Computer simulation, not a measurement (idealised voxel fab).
process module | voxel transistor to metal
Cross-section cut spans 180 nm and uses square cells 5 nm in size.
Format of a cross-section: grid, square cells. Given as bands. Order: top down. Band: one or more rows of cells. Per band: top height and bottom height in nm, followed by the left-to-right materials and their widths in nm; "everywhere" marks a single material spanning edge to edge, "empty" marks empty space. Where do heights start? At 0: under that level the wafer as delivered is made of one material only. And the lowest band has no floor; it just carries on downward, as in "0 nm and below". Width: "30 to 40" (first number = top row, second number = bottom row, same change from row to row of cells). Key: "nothing got changed" - step with no changed cell in the cross-section. The entry "Sealed void listing" lists the empty spaces that cover at least 8 cells and have no open path to the top. Each is written as width x height at distance, where the distance is measured from the left edge and all three values are in nm. Heads up: the bit after the settings on a step's line is the simulator's remark on that step. "overlay nm", when on a step's line for a step with a mask, measures how far to the right of its planned place the mask lay; a negative measure means to the left. Note: before/after cross-section pairs follow, one process step per pair, after-side truncated at the lowest changed band, step and settings given beneath. Different runs of this module on the same starting wafer may supply the pairs; a pair continues the one above only where the "Prior to step" entry says so.

**Prior to step**
* 25 nm to 10 nm | SiO2=40  TiN=5  Ru=10  TiN=5  SiO2=60  TiN=5  Ru=10  TiN=5  SiO2=40
* 10 nm to 5 nm | SiO2=40  TiN=5  Ru=10  TiN=5  SiO2=5  SiN=10  SiCN=30  SiN=10  SiO2=5  TiN=5  Ru=10  TiN=5  SiO2=40
* 5 nm to 0 nm | SiO2=40  TiN=20  SiO2=5  SiN=10  SiCN=30  SiN=10  SiO2=5  TiN=20  SiO2=40
* 0 nm to -5 nm | SiO2=35  pSi=30  SiO2=50  pSi=30  SiO2=35
* -5 nm to -35 nm | SiO2=40  Si=100  SiO2=40
* -35 nm and below | Si everywhere
* Sealed void listing: none

**Step Result**
* 30 nm to 25 nm | SiN everywhere
* Whatever lies below 25 is exactly as it was before.
* Sealed void listing: none
Processing between the before and after sections above: CONFORMAL_DEP,material SiN,thk nm 5

Prior to step: This step starts from the configuration shown after the step in the pair immediately above.

**Step Result**
* 50 nm to 30 nm | lowk everywhere
* Whatever lies below 30 is exactly as it was before.
* Sealed void listing: none
Processing between the before and after sections above: DIRECTIONAL_DEP,material lowk,thk nm 20

Prior to step: This step starts from the configuration shown after the step in the pair immediately above.

**Step Result**
* 65 nm to 50 nm | aC everywhere
* Whatever lies below 50 is exactly as it was before.
* Sealed void listing: none
Processing between the before and after sections above: DIRECTIONAL_DEP,material aC,thk nm 15

Prior to step: This step starts from the configuration shown after the step in the pair immediately above.

**Step Result**
* 95 nm to 65 nm | resist=40  empty=20  resist=60  empty=20  resist=40
* Whatever lies below 65 is exactly as it was before.
* Sealed void listing: none
Processing between the before and after sections above: PATTERN,tone open,mask id METAL_1,material resist,width nm 20,pitch nm 80,thk nm 30,overlay nm 0

Prior to step: This step starts from the configuration shown after the step in the pair immediately above.

**Step Result**
* 80 nm to 65 nm | resist=40  empty=20  resist=60  empty=20  resist=40
* 65 nm to 50 nm | aC=40  empty=20  aC=60  empty=20  aC=40
* Whatever lies below 50 is exactly as it was before.
* Sealed void listing: none
Processing between the before and after sections above: DIRECTIONAL_ETCH,etch materials aC,depth nm 15

Prior to step: This step starts from the configuration shown after the step in the pair immediately above.

**Step Result**
* 65 nm to 50 nm | aC=40  empty=20  aC=60  empty=20  aC=40
* Whatever lies below 50 is exactly as it was before.
* Sealed void listing: none
Processing between the before and after sections above: STRIP,etch materials resist

Prior to step: This step starts from the configuration shown after the step in the pair immediately above.

**Step Result**
* 65 nm to 50 nm | aC=40  empty=20  aC=60  empty=20  aC=40
* 50 nm to 30 nm | lowk=40  empty=20  lowk=60  empty=20  lowk=40
* Whatever lies below 30 is exactly as it was before.
* Sealed void listing: none
Processing between the before and after sections above: DIRECTIONAL_ETCH,etch materials lowk,depth nm 20

Prior to step: This step starts from the configuration shown after the step in the pair immediately above.

**Step Result**
* 65 nm to 50 nm | aC=40  empty=20  aC=60  empty=20  aC=40
* 50 nm to 30 nm | lowk=40  empty=20  lowk=60  empty=20  lowk=40
* 30 nm to 25 nm | SiN=40  empty=20  SiN=60  empty=20  SiN=40
* Whatever lies below 25 is exactly as it was before.
* Sealed void listing: none
Processing between the before and after sections above: DIRECTIONAL_ETCH,etch materials SiN,depth nm 5

Prior to step: This step starts from the configuration shown after the step in the pair immediately above.

**Step Result**
* 50 nm to 30 nm | lowk=40  empty=20  lowk=60  empty=20  lowk=40
* Whatever lies below 30 is exactly as it was before.
* Sealed void listing: none
Processing between the before and after sections above: STRIP,etch materials aC

Prior to step: This step starts from the configuration shown after the step in the pair immediately above.

**Step Result**
* 55 nm to 50 nm | TiN=45  empty=10  TiN=70  empty=10  TiN=45
* 50 nm to 30 nm | lowk=40  TiN=5  empty=10  TiN=5  lowk=60  TiN=5  empty=10  TiN=5  lowk=40
* 30 nm to 25 nm | SiN=40  TiN=20  SiN=60  TiN=20  SiN=40
* Whatever lies below 25 is exactly as it was before.
* Sealed void listing: none
Processing between the before and after sections above: CONFORMAL_DEP,material TiN,thk nm 5

Prior to step: This step starts from the configuration shown after the step in the pair immediately above.

**Step Result**
* 60 nm to 55 nm | Cu everywhere
* 55 nm to 50 nm | TiN=45  Cu=10  TiN=70  Cu=10  TiN=45
* 50 nm to 30 nm | lowk=40  TiN=5  Cu=10  TiN=5  lowk=60  TiN=5  Cu=10  TiN=5  lowk=40
* Whatever lies below 30 is exactly as it was before.
* Sealed void listing: none
Processing between the before and after sections above: FILL_DEP,material Cu,thk nm 5

Prior to step: This step starts from the configuration shown after the step in the pair immediately above.

**Step Result**
* 50 nm to 30 nm | lowk=40  TiN=5  Cu=10  TiN=5  lowk=60  TiN=5  Cu=10  TiN=5  lowk=40
* Whatever lies below 30 is exactly as it was before.
* Sealed void listing: none
Processing between the before and after sections above: CMP,height nm 50

Prior to step: This step starts from the configuration shown after the step in the pair immediately above.

**Step Result**
* 55 nm to 50 nm | SiCN everywhere
* Whatever lies below 50 is exactly as it was before.
* Sealed void listing: none
Processing between the before and after sections above: CONFORMAL_DEP,material SiCN,thk nm 5

Prior to step: This step starts from the configuration shown after the step in the pair immediately above.

**Step Result**
* 85 nm to 55 nm | SiO2 everywhere
* Whatever lies below 55 is exactly as it was before.
* Sealed void listing: none
Processing between the before and after sections above: DIRECTIONAL_DEP,material SiO2,thk nm 30

Prior to step: This step starts from the configuration shown after the step in the pair immediately above.

**Step Result**
* 85 nm to 55 nm | SiO2=40  empty=15  SiO2=65  empty=15  SiO2=45
* Whatever lies below 55 is exactly as it was before.
* Sealed void listing: none
Processing between the before and after sections above: MASKED_ETCH,tone open,mask id METAL_2_HOLES,width nm 15,pitch nm 80,etch materials SiO2,depth nm 30,overlay nm 0

Prior to step: This step starts from the configuration shown after the step in the pair immediately above.

**Step Result**
* 85 nm to 65 nm | SiO2=40  empty=20  SiO2=60  empty=20  SiO2=40
* Whatever lies below 65 is exactly as it was before.
* Sealed void listing: none
Processing between the before and after sections above: MASKED_ETCH,tone open,mask id METAL_2,width nm 20,pitch nm 80,etch materials SiO2,depth nm 20,overlay nm 0

Prior to step: This step starts from the configuration shown after the step in the pair immediately above.

**Step Result**
* 85 nm to 65 nm | SiO2=40  empty=20  SiO2=60  empty=20  SiO2=40
* 65 nm to 55 nm | SiO2=40  empty=15  SiO2=65  empty=15  SiO2=45
* 55 nm to 50 nm | SiCN=40  empty=15  SiCN=65  empty=15  SiCN=45
* Whatever lies below 50 is exactly as it was before.
* Sealed void listing: none
Processing between the before and after sections above: MASKED_ETCH,tone open,mask id METAL_2,width nm 20,pitch nm 80,etch materials SiCN,depth nm 5,overlay nm 0

Prior to step: This step starts from the configuration shown after the step in the pair immediately above.

**Step Result**
* 90 nm to 85 nm | TiN=45  empty=10  TiN=70  empty=10  TiN=45
* 85 nm to 70 nm | SiO2=40  TiN=5  empty=10  TiN=5  SiO2=60  TiN=5  empty=10  TiN=5  SiO2=40
* 70 nm to 65 nm | SiO2=40  TiN=5  empty=5  TiN=10  SiO2=60  TiN=5  empty=5  TiN=10  SiO2=40
* 65 nm to 55 nm | SiO2=40  TiN=5  empty=5  TiN=5  SiO2=65  TiN=5  empty=5  TiN=5  SiO2=45
* 55 nm to 50 nm | SiCN=40  TiN=15  SiCN=65  TiN=15  SiCN=45
* Whatever lies below 50 is exactly as it was before.
* Sealed void listing: none
Processing between the before and after sections above: CONFORMAL_DEP,material TiN,thk nm 5

Prior to step: This step starts from the configuration shown after the step in the pair immediately above.

**Step Result**
* 100 nm to 90 nm | Ru everywhere
* 90 nm to 85 nm | TiN=45  Ru=10  TiN=70  Ru=10  TiN=45
* 85 nm to 70 nm | SiO2=40  TiN=5  Ru=10  TiN=5  SiO2=60  TiN=5  Ru=10  TiN=5  SiO2=40
* 70 nm to 65 nm | SiO2=40  TiN=5  Ru=5  TiN=10  SiO2=60  TiN=5  Ru=5  TiN=10  SiO2=40
* 65 nm to 55 nm | SiO2=40  TiN=5  Ru=5  TiN=5  SiO2=65  TiN=5  Ru=5  TiN=5  SiO2=45
* Whatever lies below 55 is exactly as it was before.
* Sealed void listing: none
Processing between the before and after sections above: FILL_DEP,material Ru,thk nm 10

Prior to step: This step starts from the configuration shown after the step in the pair immediately above.

**Step Result**
* 85 nm to 70 nm | SiO2=40  TiN=5  Ru=10  TiN=5  SiO2=60  TiN=5  Ru=10  TiN=5  SiO2=40
* Whatever lies below 70 is exactly as it was before.
* Sealed void listing: none
Processing between the before and after sections above: CMP,height nm 85

Prior to step: This step starts from the configuration shown after the step in the pair immediately above.

**Step Result**
* 90 nm to 85 nm | SiN everywhere
* Whatever lies below 85 is exactly as it was before.
* Sealed void listing: none
Processing between the before and after sections above: CONFORMAL_DEP,material SiN,thk nm 5

**Prior to step**
* 85 nm to 55 nm | SiO2 everywhere
* 55 nm to 50 nm | SiCN everywhere
* 50 nm to 30 nm | lowk=40  TiN=5  Cu=10  TiN=5  lowk=60  TiN=5  Cu=10  TiN=5  lowk=40
* 30 nm to 25 nm | SiN=40  TiN=20  SiN=60  TiN=20  SiN=40
* 25 nm to 15 nm | SiO2=40  TiN=5  Ru=10  TiN=5  SiO2=60  TiN=5  Ru=10  TiN=5  SiO2=40
* 15 nm to 5 nm | SiO2=40  TiN=5  Ru=10  TiN=5  SiO2=5  SiN=10  HfO2=5  TiN=5  W=10  TiN=5  HfO2=5  SiN=10  SiO2=5  TiN=5  Ru=10  TiN=5  SiO2=40
* 5 nm to 0 nm | SiO2=40  TiN=20  SiO2=5  SiN=10  HfO2=5  TiN=20  HfO2=5  SiN=10  SiO2=5  TiN=20  SiO2=40
* 0 nm to -5 nm | SiO2=35  pSi=30  SiO2=5  HfO2=40  SiO2=5  pSi=30  SiO2=35
* -5 nm to -35 nm | SiO2=40  Si=100  SiO2=40
* -35 nm and below | Si everywhere
* Sealed void listing: none

**Step Result**
* 115 nm to 55 nm | SiO2 everywhere
* Whatever lies below 55 is exactly as it was before.
* Sealed void listing: none
Processing between the before and after sections above: DIRECTIONAL_DEP,material SiO2,thk nm 30

Prior to step: This step starts from the configuration shown after the step in the pair immediately above.

**Step Result**
* 115 nm to 85 nm | SiO2=40  empty=15  SiO2=65  empty=15  SiO2=45
* Whatever lies below 85 is exactly as it was before.
* Sealed void listing: none
Processing between the before and after sections above: MASKED_ETCH,tone open,mask id METAL_2_HOLES,width nm 15,pitch nm 80,etch materials SiO2,depth nm 30,overlay nm 0

Prior to step: This step starts from the configuration shown after the step in the pair immediately above.

**Step Result**
* 115 nm to 95 nm | SiO2=40  empty=20  SiO2=60  empty=20  SiO2=40
* 95 nm to 65 nm | SiO2=40  empty=15  SiO2=65  empty=15  SiO2=45
* Whatever lies below 65 is exactly as it was before.
* Sealed void listing: none
Processing between the before and after sections above: MASKED_ETCH,tone open,mask id METAL_2,width nm 20,pitch nm 80,etch materials SiO2,depth nm 20,overlay nm 0

Prior to step: This step starts from the configuration shown after the step in the pair immediately above.

**Step Result**
* 120 nm to 115 nm | TiN=45  empty=10  TiN=70  empty=10  TiN=45
* 115 nm to 100 nm | SiO2=40  TiN=5  empty=10  TiN=5  SiO2=60  TiN=5  empty=10  TiN=5  SiO2=40
* 100 nm to 95 nm | SiO2=40  TiN=5  empty=5  TiN=10  SiO2=60  TiN=5  empty=5  TiN=10  SiO2=40
* 95 nm to 70 nm | SiO2=40  TiN=5  empty=5  TiN=5  SiO2=65  TiN=5  empty=5  TiN=5  SiO2=45
* 70 nm to 65 nm | SiO2=40  TiN=15  SiO2=65  TiN=15  SiO2=45
* Whatever lies below 65 is exactly as it was before.
* Sealed void listing: none
Processing between the before and after sections above: CONFORMAL_DEP,material TiN,thk nm 5

Prior to step: This step starts from the configuration shown after the step in the pair immediately above.

**Step Result**
* 130 nm to 120 nm | Ru everywhere
* 120 nm to 115 nm | TiN=45  Ru=10  TiN=70  Ru=10  TiN=45
* 115 nm to 100 nm | SiO2=40  TiN=5  Ru=10  TiN=5  SiO2=60  TiN=5  Ru=10  TiN=5  SiO2=40
* 100 nm to 95 nm | SiO2=40  TiN=5  Ru=5  TiN=10  SiO2=60  TiN=5  Ru=5  TiN=10  SiO2=40
* 95 nm to 70 nm | SiO2=40  TiN=5  Ru=5  TiN=5  SiO2=65  TiN=5  Ru=5  TiN=5  SiO2=45
* Whatever lies below 70 is exactly as it was before.
* Sealed void listing: none
Processing between the before and after sections above: FILL_DEP,material Ru,thk nm 10

Prior to step: This step starts from the configuration shown after the step in the pair immediately above.

**Step Result**
* 85 nm to 70 nm | SiO2=40  TiN=5  Ru=5  TiN=5  SiO2=65  TiN=5  Ru=5  TiN=5  SiO2=45
* Whatever lies below 70 is exactly as it was before.
* Sealed void listing: none
Processing between the before and after sections above: CMP,height nm 85

Prior to step: This step starts from the configuration shown after the step in the pair immediately above.

**Step Result**
* 90 nm to 85 nm | SiN everywhere
* Whatever lies below 85 is exactly as it was before.
* Sealed void listing: none
Processing between the before and after sections above: CONFORMAL_DEP,material SiN,thk nm 5

**Prior to step**
* 25 nm to 15 nm | SiO2=40  TiN=5  Ru=10  TiN=5  SiO2=60  TiN=5  Ru=10  TiN=5  SiO2=40
* 15 nm to 5 nm | SiO2=40  TiN=5  Ru=10  TiN=5  SiO2=5  SiN=10  HfO2=5  TiN=5  W=10  TiN=5  HfO2=5  SiN=10  SiO2=5  TiN=5  Ru=10  TiN=5  SiO2=40
* 5 nm to 0 nm | SiO2=40  TiN=20  SiO2=5  SiN=10  HfO2=5  TiN=20  HfO2=5  SiN=10  SiO2=5  TiN=20  SiO2=40
* 0 nm to -5 nm | SiO2=35  pSi=30  SiO2=5  HfO2=40  SiO2=5  pSi=30  SiO2=35
* -5 nm to -35 nm | SiO2=40  Si=100  SiO2=40
* -35 nm and below | Si everywhere
* Sealed void listing: none

**Step Result**
* 45 nm to 25 nm | lowk everywhere
* Whatever lies below 25 is exactly as it was before.
* Sealed void listing: none
Processing between the before and after sections above: DIRECTIONAL_DEP,material lowk,thk nm 20

Prior to step: This step starts from the configuration shown after the step in the pair immediately above.

**Step Result**
* 50 nm to 45 nm | SiN everywhere
* Whatever lies below 45 is exactly as it was before.
* Sealed void listing: none
Processing between the before and after sections above: CONFORMAL_DEP,material SiN,thk nm 5

Prior to step: This step starts from the configuration shown after the step in the pair immediately above.

**Step Result**
* 65 nm to 50 nm | aC everywhere
* Whatever lies below 50 is exactly as it was before.
* Sealed void listing: none
Processing between the before and after sections above: DIRECTIONAL_DEP,material aC,thk nm 15

Prior to step: This step starts from the configuration shown after the step in the pair immediately above.

**Step Result**
* 95 nm to 65 nm | resist=40  empty=20  resist=60  empty=20  resist=40
* Whatever lies below 65 is exactly as it was before.
* Sealed void listing: none
Processing between the before and after sections above: PATTERN,tone open,mask id METAL_1,material resist,width nm 20,pitch nm 80,thk nm 30,overlay nm 0

Prior to step: This step starts from the configuration shown after the step in the pair immediately above.

**Step Result**
* 80 nm to 65 nm | resist=40  empty=20  resist=60  empty=20  resist=40
* 65 nm to 50 nm | aC=40  empty=20  aC=60  empty=20  aC=40
* Whatever lies below 50 is exactly as it was before.
* Sealed void listing: none
Processing between the before and after sections above: DIRECTIONAL_ETCH,etch materials aC,depth nm 15

Prior to step: This step starts from the configuration shown after the step in the pair immediately above.

**Step Result**
* 65 nm to 50 nm | aC=40  empty=20  aC=60  empty=20  aC=40
* Whatever lies below 50 is exactly as it was before.
* Sealed void listing: none
Processing between the before and after sections above: STRIP,etch materials resist

Prior to step: This step starts from the configuration shown after the step in the pair immediately above.

**Step Result**
* 65 nm to 50 nm | aC=40  empty=20  aC=60  empty=20  aC=40
* 50 nm to 45 nm | SiN=40  empty=20  SiN=60  empty=20  SiN=40
* Whatever lies below 45 is exactly as it was before.
* Sealed void listing: none
Processing between the before and after sections above: DIRECTIONAL_ETCH,etch materials SiN,depth nm 5

Prior to step: This step starts from the configuration shown after the step in the pair immediately above.

**Step Result**
* 50 nm to 45 nm | SiN=40  empty=20  SiN=60  empty=20  SiN=40
* Whatever lies below 45 is exactly as it was before.
* Sealed void listing: none
Processing between the before and after sections above: STRIP,etch materials aC

Prior to step: This step starts from the configuration shown after the step in the pair immediately above.

**Step Result**
* 55 nm to 50 nm | TiN=45  empty=10  TiN=70  empty=10  TiN=45
* 50 nm to 45 nm | SiN=40  TiN=20  SiN=60  TiN=20  SiN=40
* Whatever lies below 45 is exactly as it was before.
* Sealed void listing: none
Processing between the before and after sections above: CONFORMAL_DEP,material TiN,thk nm 5

Prior to step: This step starts from the configuration shown after the step in the pair immediately above.

**Step Result**
* 60 nm to 55 nm | Cu everywhere
* 55 nm to 50 nm | TiN=45  Cu=10  TiN=70  Cu=10  TiN=45
* Whatever lies below 50 is exactly as it was before.
* Sealed void listing: none
Processing between the before and after sections above: FILL_DEP,material Cu,thk nm 5

Prior to step: This step starts from the configuration shown after the step in the pair immediately above.

**Step Result**
* 50 nm to 45 nm | SiN=40  TiN=20  SiN=60  TiN=20  SiN=40
* Whatever lies below 45 is exactly as it was before.
* Sealed void listing: none
Processing between the before and after sections above: CMP,height nm 50

Prior to step: This step starts from the configuration shown after the step in the pair immediately above.

**Step Result**
* 55 nm to 50 nm | SiCN everywhere
* Whatever lies below 50 is exactly as it was before.
* Sealed void listing: none
Processing between the before and after sections above: CONFORMAL_DEP,material SiCN,thk nm 5

Prior to step: This step starts from the configuration shown after the step in the pair immediately above.

**Step Result**
* 85 nm to 55 nm | SiO2 everywhere
* Whatever lies below 55 is exactly as it was before.
* Sealed void listing: none
Processing between the before and after sections above: DIRECTIONAL_DEP,material SiO2,thk nm 30

Prior to step: This step starts from the configuration shown after the step in the pair immediately above.

**Step Result**
* 85 nm to 55 nm | SiO2=40  empty=15  SiO2=65  empty=15  SiO2=45
* Whatever lies below 55 is exactly as it was before.
* Sealed void listing: none
Processing between the before and after sections above: MASKED_ETCH,tone open,mask id METAL_2_HOLES,width nm 15,pitch nm 80,etch materials SiO2,depth nm 30,overlay nm 0

Prior to step: This step starts from the configuration shown after the step in the pair immediately above.

**Step Result**
* 85 nm to 65 nm | SiO2=40  empty=20  SiO2=60  empty=20  SiO2=40
* Whatever lies below 65 is exactly as it was before.
* Sealed void listing: none
Processing between the before and after sections above: MASKED_ETCH,tone open,mask id METAL_2,width nm 20,pitch nm 80,etch materials SiO2,depth nm 20,overlay nm 0

Prior to step: This step starts from the configuration shown after the step in the pair immediately above.

**Step Result**
* 85 nm to 65 nm | SiO2=40  empty=20  SiO2=60  empty=20  SiO2=40
* 65 nm to 55 nm | SiO2=40  empty=15  SiO2=65  empty=15  SiO2=45
* 55 nm to 50 nm | SiCN=40  empty=15  SiCN=65  empty=15  SiCN=45
* Whatever lies below 50 is exactly as it was before.
* Sealed void listing: none
Processing between the before and after sections above: MASKED_ETCH,tone open,mask id METAL_2,width nm 20,pitch nm 80,etch materials SiCN,depth nm 5,overlay nm 0

Prior to step: This step starts from the configuration shown after the step in the pair immediately above.

**Step Result**
* 90 nm to 85 nm | TiN=45  empty=10  TiN=70  empty=10  TiN=45
* 85 nm to 70 nm | SiO2=40  TiN=5  empty=10  TiN=5  SiO2=60  TiN=5  empty=10  TiN=5  SiO2=40
* 70 nm to 65 nm | SiO2=40  TiN=5  empty=5  TiN=10  SiO2=60  TiN=5  empty=5  TiN=10  SiO2=40
* 65 nm to 55 nm | SiO2=40  TiN=5  empty=5  TiN=5  SiO2=65  TiN=5  empty=5  TiN=5  SiO2=45
* 55 nm to 50 nm | SiCN=40  TiN=15  SiCN=65  TiN=15  SiCN=45
* Whatever lies below 50 is exactly as it was before.
* Sealed void listing: none
Processing between the before and after sections above: CONFORMAL_DEP,material TiN,thk nm 5

Prior to step: This step starts from the configuration shown after the step in the pair immediately above.

**Step Result**
* 100 nm to 90 nm | Ru everywhere
* 90 nm to 85 nm | TiN=45  Ru=10  TiN=70  Ru=10  TiN=45
* 85 nm to 70 nm | SiO2=40  TiN=5  Ru=10  TiN=5  SiO2=60  TiN=5  Ru=10  TiN=5  SiO2=40
* 70 nm to 65 nm | SiO2=40  TiN=5  Ru=5  TiN=10  SiO2=60  TiN=5  Ru=5  TiN=10  SiO2=40
* 65 nm to 55 nm | SiO2=40  TiN=5  Ru=5  TiN=5  SiO2=65  TiN=5  Ru=5  TiN=5  SiO2=45
* Whatever lies below 55 is exactly as it was before.
* Sealed void listing: none
Processing between the before and after sections above: FILL_DEP,material Ru,thk nm 10

Prior to step: This step starts from the configuration shown after the step in the pair immediately above.

**Step Result**
* 85 nm to 70 nm | SiO2=40  TiN=5  Ru=10  TiN=5  SiO2=60  TiN=5  Ru=10  TiN=5  SiO2=40
* Whatever lies below 70 is exactly as it was before.
* Sealed void listing: none
Processing between the before and after sections above: CMP,height nm 85

Prior to step: This step starts from the configuration shown after the step in the pair immediately above.

**Step Result**
* 90 nm to 85 nm | SiN everywhere
* Whatever lies below 85 is exactly as it was before.
* Sealed void listing: none
Processing between the before and after sections above: CONFORMAL_DEP,material SiN,thk nm 5

**Prior to step**
* 35 nm to 30 nm | Ru everywhere
* 30 nm to 25 nm | TiN=45  Ru=10  TiN=70  Ru=10  TiN=45
* 25 nm to 15 nm | SiO2=40  TiN=5  Ru=10  TiN=5  SiO2=60  TiN=5  Ru=10  TiN=5  SiO2=40
* 15 nm to 5 nm | SiO2=40  TiN=5  Ru=10  TiN=5  SiO2=5  SiN=10  HfO2=5  TiN=5  W=10  TiN=5  HfO2=5  SiN=10  SiO2=5  TiN=5  Ru=10  TiN=5  SiO2=40
* 5 nm to 0 nm | SiO2=40  TiN=20  SiO2=5  SiN=10  HfO2=5  TiN=20  HfO2=5  SiN=10  SiO2=5  TiN=20  SiO2=40
* 0 nm to -5 nm | SiO2=35  pSi=30  SiO2=5  HfO2=40  SiO2=5  pSi=30  SiO2=35
* -5 nm to -35 nm | SiO2=40  Si=100  SiO2=40
* -35 nm and below | Si everywhere
* Sealed void listing: none

**Step Result**
* 20 nm to 15 nm | SiO2=40  TiN=5  Ru=10  TiN=5  SiO2=60  TiN=5  Ru=10  TiN=5  SiO2=40
* Whatever lies below 15 is exactly as it was before.
* Sealed void listing: none
Processing between the before and after sections above: CMP,height nm 20

Prior to step: This step starts from the configuration shown after the step in the pair immediately above.

**Step Result**
* 25 nm to 20 nm | SiN everywhere
* Whatever lies below 20 is exactly as it was before.
* Sealed void listing: none
Processing between the before and after sections above: CONFORMAL_DEP,material SiN,thk nm 5

Prior to step: This step starts from the configuration shown after the step in the pair immediately above.

**Step Result**
* 45 nm to 25 nm | lowk everywhere
* Whatever lies below 25 is exactly as it was before.
* Sealed void listing: none
Processing between the before and after sections above: DIRECTIONAL_DEP,material lowk,thk nm 20

Prior to step: This step starts from the configuration shown after the step in the pair immediately above.

**Step Result**
* 60 nm to 45 nm | aC everywhere
* Whatever lies below 45 is exactly as it was before.
* Sealed void listing: none
Processing between the before and after sections above: DIRECTIONAL_DEP,material aC,thk nm 15

Prior to step: This step starts from the configuration shown after the step in the pair immediately above.

**Step Result**
* 90 nm to 60 nm | resist=40  empty=20  resist=60  empty=20  resist=40
* Whatever lies below 60 is exactly as it was before.
* Sealed void listing: none
Processing between the before and after sections above: PATTERN,tone open,mask id METAL_1,material resist,width nm 20,pitch nm 80,thk nm 30,overlay nm 0

Prior to step: This step starts from the configuration shown after the step in the pair immediately above.

**Step Result**
* 75 nm to 60 nm | resist=40  empty=20  resist=60  empty=20  resist=40
* 60 nm to 45 nm | aC=40  empty=20  aC=60  empty=20  aC=40
* Whatever lies below 45 is exactly as it was before.
* Sealed void listing: none
Processing between the before and after sections above: DIRECTIONAL_ETCH,etch materials aC,depth nm 15

Prior to step: This step starts from the configuration shown after the step in the pair immediately above.

**Step Result**
* 60 nm to 45 nm | aC=40  empty=20  aC=60  empty=20  aC=40
* Whatever lies below 45 is exactly as it was before.
* Sealed void listing: none
Processing between the before and after sections above: STRIP,etch materials resist

Prior to step: This step starts from the configuration shown after the step in the pair immediately above.

**Step Result**
* 60 nm to 45 nm | aC=40  empty=20  aC=60  empty=20  aC=40
* 45 nm to 25 nm | lowk=40  empty=20  lowk=60  empty=20  lowk=40
* Whatever lies below 25 is exactly as it was before.
* Sealed void listing: none
Processing between the before and after sections above: DIRECTIONAL_ETCH,etch materials lowk,depth nm 20

Prior to step: This step starts from the configuration shown after the step in the pair immediately above.

**Step Result**
* 60 nm to 45 nm | aC=40  empty=20  aC=60  empty=20  aC=40
* 45 nm to 25 nm | lowk=40  empty=20  lowk=60  empty=20  lowk=40
* 25 nm to 20 nm | SiN=40  empty=20  SiN=60  empty=20  SiN=40
* Whatever lies below 20 is exactly as it was before.
* Sealed void listing: none
Processing between the before and after sections above: DIRECTIONAL_ETCH,etch materials SiN,depth nm 5

Prior to step: This step starts from the configuration shown after the step in the pair immediately above.

**Step Result**
* 45 nm to 25 nm | lowk=40  empty=20  lowk=60  empty=20  lowk=40
* Whatever lies below 25 is exactly as it was before.
* Sealed void listing: none
Processing between the before and after sections above: STRIP,etch materials aC

Prior to step: This step starts from the configuration shown after the step in the pair immediately above.

**Step Result**
* 50 nm to 45 nm | TiN=45  empty=10  TiN=70  empty=10  TiN=45
* 45 nm to 25 nm | lowk=40  TiN=5  empty=10  TiN=5  lowk=60  TiN=5  empty=10  TiN=5  lowk=40
* 25 nm to 20 nm | SiN=40  TiN=20  SiN=60  TiN=20  SiN=40
* Whatever lies below 20 is exactly as it was before.
* Sealed void listing: none
Processing between the before and after sections above: CONFORMAL_DEP,material TiN,thk nm 5

Prior to step: This step starts from the configuration shown after the step in the pair immediately above.

**Step Result**
* 55 nm to 50 nm | Cu everywhere
* 50 nm to 45 nm | TiN=45  Cu=10  TiN=70  Cu=10  TiN=45
* 45 nm to 25 nm | lowk=40  TiN=5  Cu=10  TiN=5  lowk=60  TiN=5  Cu=10  TiN=5  lowk=40
* Whatever lies below 25 is exactly as it was before.
* Sealed void listing: none
Processing between the before and after sections above: FILL_DEP,material Cu,thk nm 5

Prior to step: This step starts from the configuration shown after the step in the pair immediately above.

**Step Result**
* 50 nm to 45 nm | TiN=45  Cu=10  TiN=70  Cu=10  TiN=45
* Whatever lies below 45 is exactly as it was before.
* Sealed void listing: none
Processing between the before and after sections above: CMP,height nm 50

Prior to step: This step starts from the configuration shown after the step in the pair immediately above.

**Step Result**
* 55 nm to 50 nm | SiCN everywhere
* Whatever lies below 50 is exactly as it was before.
* Sealed void listing: none
Processing between the before and after sections above: CONFORMAL_DEP,material SiCN,thk nm 5

Prior to step: This step starts from the configuration shown after the step in the pair immediately above.

**Step Result**
* 85 nm to 55 nm | SiO2 everywhere
* Whatever lies below 55 is exactly as it was before.
* Sealed void listing: none
Processing between the before and after sections above: DIRECTIONAL_DEP,material SiO2,thk nm 30

Prior to step: This step starts from the configuration shown after the step in the pair immediately above.

**Step Result**
* 85 nm to 55 nm | SiO2=40  empty=15  SiO2=65  empty=15  SiO2=45
* Whatever lies below 55 is exactly as it was before.
* Sealed void listing: none
Processing between the before and after sections above: MASKED_ETCH,tone open,mask id METAL_2_HOLES,width nm 15,pitch nm 80,etch materials SiO2,depth nm 30,overlay nm 0

Prior to step: This step starts from the configuration shown after the step in the pair immediately above.

**Step Result**
* 85 nm to 65 nm | SiO2=40  empty=20  SiO2=60  empty=20  SiO2=40
* Whatever lies below 65 is exactly as it was before.
* Sealed void listing: none
Processing between the before and after sections above: MASKED_ETCH,tone open,mask id METAL_2,width nm 20,pitch nm 80,etch materials SiO2,depth nm 20,overlay nm 0

Prior to step: This step starts from the configuration shown after the step in the pair immediately above.

**Step Result**
* 85 nm to 65 nm | SiO2=40  empty=20  SiO2=60  empty=20  SiO2=40
* 65 nm to 55 nm | SiO2=40  empty=15  SiO2=65  empty=15  SiO2=45
* 55 nm to 50 nm | SiCN=40  empty=15  SiCN=65  empty=15  SiCN=45
* Whatever lies below 50 is exactly as it was before.
* Sealed void listing: none
Processing between the before and after sections above: MASKED_ETCH,tone open,mask id METAL_2,width nm 20,pitch nm 80,etch materials SiCN,depth nm 5,overlay nm 0

Prior to step: This step starts from the configuration shown after the step in the pair immediately above.

**Step Result**
* 90 nm to 85 nm | TiN=45  empty=10  TiN=70  empty=10  TiN=45
* 85 nm to 70 nm | SiO2=40  TiN=5  empty=10  TiN=5  SiO2=60  TiN=5  empty=10  TiN=5  SiO2=40
* 70 nm to 65 nm | SiO2=40  TiN=5  empty=5  TiN=10  SiO2=60  TiN=5  empty=5  TiN=10  SiO2=40
* 65 nm to 55 nm | SiO2=40  TiN=5  empty=5  TiN=5  SiO2=65  TiN=5  empty=5  TiN=5  SiO2=45
* 55 nm to 50 nm | SiCN=40  TiN=15  SiCN=65  TiN=15  SiCN=45
* Whatever lies below 50 is exactly as it was before.
* Sealed void listing: none
Processing between the before and after sections above: CONFORMAL_DEP,material TiN,thk nm 5
